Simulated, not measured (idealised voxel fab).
Name of the process module below: voxel plated lines
Cross-sectional view cut (width: 270 nm; square cell size: 5 nm).
Square cells in a grid make up a cross-section in this document, and the grid is given as bands, listed from the top down, each one or more rows of cells.
Heights first: top, then bottom, in nm. Then materials, left to right, each with a width in nm. "edge to edge" on a single material: fills the band edge to edge. "empty": empty space.
Counting heights begins at 0, where everything beneath is, in the wafer as received, one material. The lowest band has no bottom; it goes on downwards, as "0 nm and below" shows.
A two-number width, for instance "30 to 40", indicates that the width is equal to the first number in the top row of the band and to the second number in the bottom row, and that it changes by a constant amount per row of cells.
Reading "no change occurred" for a step: not a cell of the cross-section changed in it.
So "Cavities, closed" is basically the list of trapped voids: any empty space of 8 cells or more that can't reach the top through an opening. They're written width x height at distance, the distance being from the left edge, and it's all nm.
Whatever follows a step's settings on its line is a remark the simulator itself makes about that step.
overlay nm: right-of-plan distance of the mask on a masked step; negative values mean left-of-plan.

The planned process steps are enumerated hereunder
- 1: RECEIVE with material Si
- 2: CONFORMAL_DEP with material SiO2, thk nm 15
- 3: DIRECTIONAL_DEP with material TiN, thk nm 5
- 4: PATTERN with tone open, mask id LINES, material resist, width nm 15, pitch nm 40, thk nm 25, overlay nm 0
- 5: EPI with material Ru, thk nm 5
- 6: EPI with material Ru, thk nm 10
- 7: STRIP with etch materials resist
- 8: DIRECTIONAL_ETCH with etch materials TiN, depth nm 5
- 9: CONFORMAL_DEP with material SiCN, thk nm 5

The first wafer of two, processed as planned

Cross-section of the wafer upon arrival, representing the state reached after step 1
0 nm and below  Si edge to edge
Cavities, closed: none

The following cross-section depicts the wafer upon completion of step 2
15 nm to 0 nm  SiO2 edge to edge
Beneath the level 0, the cross-section is identical to its previous state.

The following cross-section depicts the wafer upon completion of step 3
20 nm to 15 nm  TiN edge to edge
Beneath the level 15, the cross-section is identical to its previous state.

The following cross-section depicts the wafer upon completion of step 4
45 nm to 20 nm  resist=65 | empty=15 | resist=25 | empty=15 | resist=25 | empty=15 | resist=25 | empty=15 | resist=70
Beneath the level 20, the cross-section is identical to its previous state.

The following cross-section depicts the wafer upon completion of step 5
45 nm to 25 nm  resist=65 | empty=15 | resist=25 | empty=15 | resist=25 | empty=15 | resist=25 | empty=15 | resist=70
25 nm to 20 nm  resist=65 | Ru=15 | resist=25 | Ru=15 | resist=25 | Ru=15 | resist=25 | Ru=15 | resist=70
Beneath the level 20, the cross-section is identical to its previous state.

The following cross-section depicts the wafer upon completion of step 6
45 nm to 35 nm  resist=65 | empty=15 | resist=25 | empty=15 | resist=25 | empty=15 | resist=25 | empty=15 | resist=70
35 nm to 20 nm  resist=65 | Ru=15 | resist=25 | Ru=15 | resist=25 | Ru=15 | resist=25 | Ru=15 | resist=70
Beneath the level 20, the cross-section is identical to its previous state.

The following cross-section depicts the wafer upon completion of step 7
35 nm to 20 nm  empty=65 | Ru=15 | empty=25 | Ru=15 | empty=25 | Ru=15 | empty=25 | Ru=15 | empty=70
Beneath the level 20, the cross-section is identical to its previous state.

The following cross-section depicts the wafer upon completion of step 8
35 nm to 20 nm  empty=65 | Ru=15 | empty=25 | Ru=15 | empty=25 | Ru=15 | empty=25 | Ru=15 | empty=70
20 nm to 15 nm  empty=65 | TiN=15 | empty=25 | TiN=15 | empty=25 | TiN=15 | empty=25 | TiN=15 | empty=70
Beneath the level 15, the cross-section is identical to its previous state.

The following cross-section depicts the wafer upon completion of step 9
40 nm to 35 nm  empty=60 | SiCN=25 | empty=15 | SiCN=25 | empty=15 | SiCN=25 | empty=15 | SiCN=25 | empty=65
35 nm to 20 nm  empty=60 | SiCN=5 | Ru=15 | SiCN=5 | empty=15 | SiCN=5 | Ru=15 | SiCN=5 | empty=15 | SiCN=5 | Ru=15 | SiCN=5 | empty=15 | SiCN=5 | Ru=15 | SiCN=5 | empty=65
20 nm to 15 nm  SiCN=65 | TiN=15 | SiCN=25 | TiN=15 | SiCN=25 | TiN=15 | SiCN=25 | TiN=15 | SiCN=70
Beneath the level 15, the cross-section is identical to its previous state.

Wafer two. Same start, same plan, one slip in execution. Same as wafer one through step 1, inclusive

Cross-section of the second wafer when, according to plan, step 2 should have finished
30 nm to 0 nm  SiO2 edge to edge
Beneath the level 0, the cross-section is identical to its previous state.

Cross-section of the second wafer when, according to plan, step 3 should have finished
35 nm to 30 nm  TiN edge to edge
Beneath the level 30, the cross-section is identical to its previous state.

Cross-section of the second wafer when, according to plan, step 4 should have finished
60 nm to 35 nm  resist=65 | empty=15 | resist=25 | empty=15 | resist=25 | empty=15 | resist=25 | empty=15 | resist=70
Beneath the level 35, the cross-section is identical to its previous state.

Cross-section of the second wafer when, according to plan, step 5 should have finished
60 nm to 40 nm  resist=65 | empty=15 | resist=25 | empty=15 | resist=25 | empty=15 | resist=25 | empty=15 | resist=70
40 nm to 35 nm  resist=65 | Ru=15 | resist=25 | Ru=15 | resist=25 | Ru=15 | resist=25 | Ru=15 | resist=70
Beneath the level 35, the cross-section is identical to its previous state.

Cross-section of the second wafer when, according to plan, step 6 should have finished
60 nm to 50 nm  resist=65 | empty=15 | resist=25 | empty=15 | resist=25 | empty=15 | resist=25 | empty=15 | resist=70
50 nm to 35 nm  resist=65 | Ru=15 | resist=25 | Ru=15 | resist=25 | Ru=15 | resist=25 | Ru=15 | resist=70
Beneath the level 35, the cross-section is identical to its previous state.

Cross-section of the second wafer when, according to plan, step 7 should have finished
50 nm to 35 nm  empty=65 | Ru=15 | empty=25 | Ru=15 | empty=25 | Ru=15 | empty=25 | Ru=15 | empty=70
Beneath the level 35, the cross-section is identical to its previous state.

Cross-section of the second wafer when, according to plan, step 8 should have finished
50 nm to 35 nm  empty=65 | Ru=15 | empty=25 | Ru=15 | empty=25 | Ru=15 | empty=25 | Ru=15 | empty=70
35 nm to 30 nm  empty=65 | TiN=15 | empty=25 | TiN=15 | empty=25 | TiN=15 | empty=25 | TiN=15 | empty=70
Beneath the level 30, the cross-section is identical to its previous state.

Cross-section of the second wafer when, according to plan, step 9 should have finished
55 nm to 50 nm  empty=60 | SiCN=25 | empty=15 | SiCN=25 | empty=15 | SiCN=25 | empty=15 | SiCN=25 | empty=65
50 nm to 35 nm  empty=60 | SiCN=5 | Ru=15 | SiCN=5 | empty=15 | SiCN=5 | Ru=15 | SiCN=5 | empty=15 | SiCN=5 | Ru=15 | SiCN=5 | empty=15 | SiCN=5 | Ru=15 | SiCN=5 | empty=65
35 nm to 30 nm  SiCN=65 | TiN=15 | SiCN=25 | TiN=15 | SiCN=25 | TiN=15 | SiCN=25 | TiN=15 | SiCN=70
Beneath the level 30, the cross-section is identical to its previous state.
Want to know what went wrong? plan step 2 was twice executed
Wrapping up, a cell-based count of both wafers puts the second over or under the first for these materials: SiO2 +162
